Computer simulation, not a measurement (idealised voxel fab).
A process module follows: voxel ribs on slabs.
Square cells of 5 nm make up the cross-section cut, whose width is 295 nm.
In this document a cross-section is written as a grid of square cells. It is given as a series of bands, listed from the top down, and a band is one or more rows of cells. In this notation a band is specified by the heights of its top and bottom, in that order and in nm, after which its materials appear from left to right, each paired with its width in nm. The word "throughout" attached to a single material means that material fills the band from edge to edge; the word "empty" stands for empty space. For the purposes of this specification, 0 denotes the height below which the wafer in its as-received condition is composed wholly of one material, and the lowermost band, lacking a lower limit, extends downward without end, as expressed in "from 0 down". With a width like "30->40", each row of cells in the band differs from the next by the same amount, the top row carrying the first number and the bottom row the second. Take "identical to before" at face value: in the step it is given for, the cross-section changed in none of its cells. You'll see "Sealed void list" listing empty spaces that have no way open to the top, as long as they're 8 cells or more; the notation is width x height at distance, where the distance is from the left edge, and all of it is in nm. Text after the settings on a step's line: the simulator's own remark on that step. Each step line may optionally specify "overlay nm", which for a step with a mask gives the rightward distance between the mask's planned place and where it lay, a negative value indicating the leftward direction.

## Planned process steps
1) RECEIVE with material Si
2) DIRECTIONAL_DEP with material SiO2, thk nm 20
3) DIRECTIONAL_DEP with material polySi, thk nm 25
4) DIRECTIONAL_DEP with material aC, thk nm 10
5) PATTERN with tone cover, mask id RIB, material resist, width nm 15, thk nm 30, overlay nm 0
6) DIRECTIONAL_ETCH with etch materials aC, depth nm 10
7) STRIP with etch materials resist
8) DIRECTIONAL_ETCH with etch materials polySi, depth nm 15
9) STRIP with etch materials aC
10) DIRECTIONAL_DEP with material aC, thk nm 15
11) PATTERN with tone cover, mask id SLAB, material resist, width nm 55, thk nm 35, overlay nm 0
12) DIRECTIONAL_ETCH with etch materials aC, depth nm 15
13) STRIP with etch materials resist
14) DIRECTIONAL_ETCH with etch materials polySi, depth nm 10
15) STRIP with etch materials aC
16) FILL_DEP with material SiO2, thk nm 15
17) CMP with height nm 55
18) DIRECTIONAL_DEP with material TiN, thk nm 10
19) PATTERN with tone cover, mask id HEATER, material resist, width nm 25, thk nm 20, overlay nm 0
20) DIRECTIONAL_ETCH with etch materials TiN, depth nm 10
21) STRIP with etch materials resist
22) CONFORMAL_DEP with material SiO2, thk nm 5

## Cross-section of the wafer upon arrival, representing the state reached after step 1
- from 0 down = Si throughout
- Sealed void list: none

## First wafer of two, sectioned at end of module; run went per plan
- from 70 to 65 = 130 nm empty; 35 nm SiO2; 130 nm empty
- from 65 to 60 = 130 nm empty; 5 nm SiO2; 25 nm TiN; 5 nm SiO2; 130 nm empty
- from 60 to 55 = 135 nm SiO2; 25 nm TiN; 135 nm SiO2
- from 55 to 45 = SiO2 throughout
- from 45 to 30 = 140 nm SiO2; 15 nm polySi; 140 nm SiO2
- from 30 to 20 = 120 nm SiO2; 55 nm polySi; 120 nm SiO2
- from 20 to 0 = SiO2 throughout
- from 0 down = Si throughout
- Sealed void list: none

## Cross-sectional view of the second of two wafers upon completion of the module. This wafer shared its starting condition and process plan with the first; one error was made during its execution
- from 70 to 65 = 130 nm empty; 35 nm SiO2; 130 nm empty
- from 65 to 60 = 130 nm empty; 5 nm SiO2; 25 nm TiN; 5 nm SiO2; 130 nm empty
- from 60 to 55 = 135 nm SiO2; 25 nm TiN; 135 nm SiO2
- from 55 to 45 = SiO2 throughout
- from 45 to 30 = 135 nm SiO2; 15 nm polySi; 145 nm SiO2
- from 30 to 20 = 120 nm SiO2; 55 nm polySi; 120 nm SiO2
- from 20 to 0 = SiO2 throughout
- from 0 down = Si throughout
- Sealed void list: none
Heads up, the wafer didn't run the way we planned it: off-plan run, step 5, actual operation and settings PATTERN with tone cover, mask id RIB, material resist, width nm 15, thk nm 30, overlay nm -5
Cell counts per material: same on both final wafers. Positions: different.
